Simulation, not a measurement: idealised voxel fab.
process module | voxel ribs on slabs
cross-section cut | 140 nm wide | cells 5 nm
A cross-section is a grid of square cells, given in bands from the top down. A band is one or more rows of cells.
Each band's line starts with the height of the band's top and of its bottom, in nm. Then come its materials from left to right, each with its width in nm. One material with "throughout" fills the band from edge to edge. "air" is empty space.
Height 0 is the level under which the wafer as received is all one material. The lowest band goes on downwards, as in "0 down".
A width such as "30 to 40" changes by the same amount from each row of cells to the next, from the band's top row to its bottom row.
"no change" after a step means that no cell of the cross-section changed.
closed voids: empty space of 8 cells or more with no open way to the top, each as width x height at its distance from the left edge, in nm
after a step's settings: what the simulator itself notes on the step
overlay nm, on a step with a mask: how far to the right of its planned place the mask lay; to the left if negative
plan
1 op RECEIVE | material Si
2 op DIRECTIONAL_DEP | material SiO2 | thk nm 20
3 op DIRECTIONAL_DEP | material polySi | thk nm 15
4 op MASKED_ETCH | tone cover | mask id RIB | width nm 15 | etch materials polySi | depth nm 10 | overlay nm 0
5 op MASKED_ETCH | tone cover | mask id SLAB | width nm 45 | etch materials polySi | depth nm 5 | overlay nm 0
6 op FILL_DEP | material SiO2 | thk nm 20
7 op CMP | height nm 50
8 op DIRECTIONAL_DEP | material W | thk nm 5
9 op DIRECTIONAL_DEP | material aC | thk nm 10
10 op PATTERN | tone cover | mask id HEATER | material resist | width nm 25 | thk nm 30 | overlay nm 0
11 op DIRECTIONAL_ETCH | etch materials aC | depth nm 10
12 op STRIP | etch materials resist
13 op DIRECTIONAL_ETCH | etch materials W | depth nm 5
14 op STRIP | etch materials aC
15 op CONFORMAL_DEP | material SiN | thk nm 5
as received, after step 1
  0 down: Si throughout
  closed voids: none
first wafer at the end, as planned
  60 to 55: air 50 | SiN 35 | air 55
  55 to 50: SiN 55 | W 25 | SiN 60
  50 to 35: SiO2 throughout
  35 to 25: SiO2 60 | polySi 15 | SiO2 65
  25 to 20: SiO2 45 | polySi 45 | SiO2 50
  20 to 0: SiO2 throughout
  0 down: Si throughout
  closed voids: none
second wafer at the end: like start, like plan, one mistake
  60 to 55: air 50 | SiN 35 | air 55
  55 to 50: SiN 55 | W 25 | SiN 60
  50 to 35: SiO2 throughout
  35 to 25: SiO2 50 | polySi 15 | SiO2 75
  25 to 20: SiO2 45 | polySi 45 | SiO2 50
  20 to 0: SiO2 throughout
  0 down: Si throughout
  closed voids: none
what went wrong: step 4 ran as: op MASKED_ETCH | tone cover | mask id RIB | width nm 15 | etch materials polySi | depth nm 10 | overlay nm -10
at the end the second wafer has, in cells: as many of each material as the first, in other places
